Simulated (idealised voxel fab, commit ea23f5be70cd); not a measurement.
process module | voxel capacitor over wiring
cross-section cut | 275 nm wide | cells 5 nm
A cross-section is a grid of square cells, given in bands from the top down. A band is one or more rows of cells.
Each band's line starts with the height of the band's top and of its bottom, in nm. Then come its materials from left to right, each with its width in nm. One material with "throughout" fills the band from edge to edge. "air" is empty space.
Height 0 is the level under which the wafer as received is all one material. The lowest band goes on downwards, as in "0 down".
A width such as "30 to 40" changes by the same amount from each row of cells to the next, from the band's top row to its bottom row.
"no change" after a step means that no cell of the cross-section changed.
closed voids: empty space of 8 cells or more with no open way to the top, each as width x height at its distance from the left edge, in nm
after a step's settings: what the simulator itself notes on the step
overlay nm, on a step with a mask: how far to the right of its planned place the mask lay; to the left if negative
plan
1 op RECEIVE | material Si
2 op CONFORMAL_DEP | material SiO2 | thk nm 15
3 op DIRECTIONAL_DEP | material TiN | thk nm 5
4 op DIRECTIONAL_DEP | material Ru | thk nm 20
5 op MASKED_ETCH | tone cover | mask id METAL_1 | width nm 20 | pitch nm 90 | etch materials Ru | depth nm 20 | overlay nm 0
6 op MASKED_ETCH | tone cover | mask id METAL_1 | width nm 20 | pitch nm 90 | etch materials TiN | depth nm 5 | overlay nm 0
7 op FILL_DEP | material SiO2 | thk nm 5
8 op CMP | height nm 40
9 op CONFORMAL_DEP | material SiCN | thk nm 5
10 op DIRECTIONAL_DEP | material lowk | thk nm 20
11 op PATTERN | tone open | mask id PLUG_1 | material resist | width nm 15 | thk nm 20 | overlay nm 0
12 op DIRECTIONAL_ETCH | etch materials lowk | depth nm 20
13 op DIRECTIONAL_ETCH | etch materials SiCN | depth nm 5
14 op STRIP | etch materials resist
15 op CONFORMAL_DEP | material TiN | thk nm 5
16 op FILL_DEP | material Cu | thk nm 10
17 op CMP | height nm 65
18 op DIRECTIONAL_DEP | material TiN | thk nm 10
19 op DIRECTIONAL_DEP | material SiN | thk nm 5
20 op DIRECTIONAL_DEP | material TiN | thk nm 5
21 op MASKED_ETCH | tone cover | mask id UPPER_PLATE | width nm 75 | etch materials TiN | depth nm 5 | overlay nm 0
22 op MASKED_ETCH | tone cover | mask id UPPER_PLATE | width nm 75 | etch materials SiN | depth nm 5 | overlay nm 0
23 op MASKED_ETCH | tone cover | mask id LOWER_PLATE | width nm 85 | etch materials TiN | depth nm 10 | overlay nm 0
24 op FILL_DEP | material SiO2 | thk nm 15
25 op CMP | height nm 95
26 op PATTERN | tone open | mask id PLUG_2 | material resist | width nm 15 | thk nm 20 | overlay nm 0
27 op DIRECTIONAL_ETCH | etch materials SiO2 | depth nm 10
28 op STRIP | etch materials resist
29 op CONFORMAL_DEP | material TiN | thk nm 5
30 op FILL_DEP | material W | thk nm 5
31 op CMP | height nm 95
32 op CONFORMAL_DEP | material SiCN | thk nm 5
as received, after step 1
  0 down: Si throughout
  closed voids: none
first wafer at the end, as planned
  100 to 95: SiCN throughout
  95 to 90: SiO2 95 | TiN 5 | W 5 | TiN 5 | SiO2 165
  90 to 80: SiO2 95 to 85 | TiN 15 to 75 | SiO2 165 to 115
  80 to 75: SiO2 85 | SiN 75 | SiO2 115
  75 to 65: SiO2 80 | TiN 85 | SiO2 110
  65 to 45: lowk 85 | TiN 5 | Cu 5 | TiN 5 | lowk 175
  45 to 40: SiCN 85 | TiN 15 | SiCN 175
  40 to 20: SiO2 80 | Ru 20 | SiO2 70 | Ru 20 | SiO2 85
  20 to 15: SiO2 80 | TiN 20 | SiO2 70 | TiN 20 | SiO2 85
  15 to 0: SiO2 throughout
  0 down: Si throughout
  closed voids: none
second wafer at the end: like start, like plan, one mistake
  100 to 95: SiCN throughout
  95 to 90: SiO2 95 | TiN 5 | W 5 | TiN 5 | SiO2 165
  90 to 80: SiO2 95 to 85 | TiN 15 to 75 | SiO2 165 to 115
  80 to 75: SiO2 85 | SiN 75 | SiO2 115
  75 to 65: SiO2 80 | TiN 85 | SiO2 110
  65 to 45: lowk 85 | TiN 5 | Cu 5 | TiN 5 | lowk 175
  45 to 40: SiCN 85 | TiN 15 | SiCN 175
  40 to 35: SiO2 80 | Ru 20 | SiO2 70 | Ru 20 | SiO2 85
  35 to 30: SiO2 80 | TiN 20 | SiO2 70 | TiN 20 | SiO2 85
  30 to 0: SiO2 throughout
  0 down: Si throughout
  closed voids: none
what went wrong: step 2 was run twice
at the end the second wafer has, in cells: 24 fewer of Ru | 24 more of SiO2
